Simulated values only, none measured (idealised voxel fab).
Proc. module: voxel self aligned vias
Section shown: cut. Width: 280 nm. Cell size: 5 nm, square.
Square cells in a grid make up a cross-section in this document, and the grid is given as bands, listed from the top down, each one or more rows of cells.
Heads up on the band format: heights come first, top then bottom, in nm. After that it's the materials left to right, each with its width in nm. A single material flagged "full width" fills the whole band edge to edge, and "air" means there's empty space there.
It should be noted that heights are counted from 0, beneath which the wafer as supplied is of one material throughout, and that the lowest band possesses no lower boundary but continues downward, as written in "0 nm and below".
Width "30..40": first value at the band's top row of cells, second value at its bottom row, equal change from row to row.
A step reported as "identical to before" is a step in which no cell of the cross-section changed.
Closed empty spaces (no open way to the top) of 8 cells or more are what "Fully sealed cavities" lists, each as width x height at distance from the left edge, nm for all three.
Post-settings text on a step line: simulator's own remark regarding the step.
On any step carrying a mask, the "overlay nm" setting, if present on the step's line, tells how far right of its planned place the mask lay; negative values point to the left.

## The steps planned for the process are as follows
1: RECEIVE,material Si
2: CONFORMAL_DEP,material SiO2,thk nm 15
3: CONFORMAL_DEP,material SiCN,thk nm 5
4: DIRECTIONAL_DEP,material lowk,thk nm 30
5: MASKED_ETCH,tone open,mask id LINES,width nm 30,pitch nm 75,etch materials lowk,depth nm 30,overlay nm 0
6: CONFORMAL_DEP,material TiN,thk nm 5
7: FILL_DEP,material W,thk nm 10
8: CMP,height nm 50
9: SELECTIVE_ETCH,etch materials W Ru TiN,depth nm 10
10: FILL_DEP,material SiN,thk nm 10
11: CMP,height nm 50
12: DIRECTIONAL_DEP,material lowk,thk nm 20
13: MASKED_ETCH,tone open,mask id VIAS,width nm 50,etch materials lowk,depth nm 20,overlay nm 0
14: MASKED_ETCH,tone open,mask id VIAS,width nm 50,etch materials SiN,depth nm 10,overlay nm -15
15: CONFORMAL_DEP,material TiN,thk nm 5
16: FILL_DEP,material Ru,thk nm 5
17: CMP,height nm 70
18: CONFORMAL_DEP,material SiN,thk nm 5
The wafers in this document start out alike and differ in the overlay nm applied at step 14; the plan shows the value used for the first wafer.

## First of several wafers, received after step 1, in cross-section
    0 nm and below = Si full width
    Fully sealed cavities: none

## Per wafer (row), end of module: delta in cells per material since receipt, (+) for gained, (-) for lost; closed voids after that
overlay nm -15; +30 Ru; +56 SiCN; +70 SiN; +168 SiO2; +44 TiN; +24 W; +448 lowk; Fully sealed cavities: none
overlay nm -10; +32 Ru; +56 SiCN; +68 SiN; +168 SiO2; +44 TiN; +24 W; +448 lowk; Fully sealed cavities: none
overlay nm -5; +32 Ru; +56 SiCN; +68 SiN; +168 SiO2; +44 TiN; +24 W; +448 lowk; Fully sealed cavities: none
overlay nm 0; +32 Ru; +56 SiCN; +68 SiN; +168 SiO2; +44 TiN; +24 W; +448 lowk; Fully sealed cavities: none
overlay nm 5; +32 Ru; +56 SiCN; +68 SiN; +168 SiO2; +44 TiN; +24 W; +448 lowk; Fully sealed cavities: none
overlay nm 10; +32 Ru; +56 SiCN; +68 SiN; +168 SiO2; +44 TiN; +24 W; +448 lowk; Fully sealed cavities: none
overlay nm 15; +30 Ru; +56 SiCN; +70 SiN; +168 SiO2; +44 TiN; +24 W; +448 lowk; Fully sealed cavities: none
